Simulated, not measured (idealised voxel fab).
process module | voxel lift off
cross-section cut | 215 nm wide | cells 5 nm
A cross-section is a grid of square cells, given in bands from the top down. A band is one or more rows of cells.
Each band's line starts with the height of the band's top and of its bottom, in nm. Then come its materials from left to right, each with its width in nm. One material with "throughout" fills the band from edge to edge. "air" is empty space.
Height 0 is the level under which the wafer as received is all one material. The lowest band goes on downwards, as in "0 down".
A width such as "30 to 40" changes by the same amount from each row of cells to the next, from the band's top row to its bottom row.
"no change" after a step means that no cell of the cross-section changed.
closed voids: empty space of 8 cells or more with no open way to the top, each as width x height at its distance from the left edge, in nm
after a step's settings: what the simulator itself notes on the step
overlay nm, on a step with a mask: how far to the right of its planned place the mask lay; to the left if negative
plan
1 op RECEIVE | material Si
2 op CONFORMAL_DEP | material SiN | thk nm 5
3 op PATTERN | tone open | mask id LINES | material resist | width nm 20 | pitch nm 45 | thk nm 20 | overlay nm 0
4 op DIRECTIONAL_DEP | material Ru | thk nm 5
5 op STRIP | etch materials resist
6 op CONFORMAL_DEP | material SiCN | thk nm 5
varied across the wafers: thk nm of step 6. The plan shows the first wafer's value. All wafers start alike
first wafer as received, after step 1
  0 down: Si throughout
  closed voids: none
each wafer at the end: cells of each material gained (+) or lost (-) since it was received, then its closed voids
thk nm 5 | +12 Ru | +49 SiCN | +43 SiN | closed voids: none
thk nm 10 | +12 Ru | +98 SiCN | +43 SiN | closed voids: none
thk nm 15 | +12 Ru | +145 SiCN | +43 SiN | closed voids: none
thk nm 20 | +12 Ru | +190 SiCN | +43 SiN | closed voids: none
